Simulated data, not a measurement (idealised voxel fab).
process module | voxel released beams
cross-section cut | 145 nm wide | cells 5 nm
A cross-section is a grid of square cells, given in bands from the top down. A band is one or more rows of cells.
Each band's line starts with the height of the band's top and of its bottom, in nm. Then come its materials from left to right, each with its width in nm. One material with "throughout" fills the band from edge to edge. "air" is empty space.
Height 0 is the level under which the wafer as received is all one material. The lowest band goes on downwards, as in "0 down".
A width such as "30 to 40" changes by the same amount from each row of cells to the next, from the band's top row to its bottom row.
"no change" after a step means that no cell of the cross-section changed.
closed voids: empty space of 8 cells or more with no open way to the top, each as width x height at its distance from the left edge, in nm
after a step's settings: what the simulator itself notes on the step
overlay nm, on a step with a mask: how far to the right of its planned place the mask lay; to the left if negative
plan
1 op RECEIVE | material Si
2 op CONFORMAL_DEP | material Al2O3 | thk nm 5
3 op DIRECTIONAL_DEP | material SiO2 | thk nm 15
4 op PATTERN | tone open | mask id ANCHOR | material resist | width nm 45 | thk nm 15 | overlay nm 0
5 op DIRECTIONAL_ETCH | etch materials SiO2 | depth nm 15
6 op STRIP | etch materials resist
7 op CONFORMAL_DEP | material W | thk nm 15
8 op MASKED_ETCH | tone cover | mask id BEAM | width nm 95 | etch materials W | depth nm 15 | overlay nm 0
9 op STRIP | etch materials SiO2
as received, after step 1
  0 down: Si throughout
  closed voids: none
a wafer at the end: this start, this plan, one mistake
  35 to 20: air 25 | W 15 | air 15 | W 65 | air 25
  20 to 5: air 25 | W 45 | air 75
  5 to 0: Al2O3 throughout
  0 down: Si throughout
  closed voids: none
what went wrong: step 8 ran as: op MASKED_ETCH | tone cover | mask id BEAM | width nm 95 | etch materials W | depth nm 15 | overlay nm 5
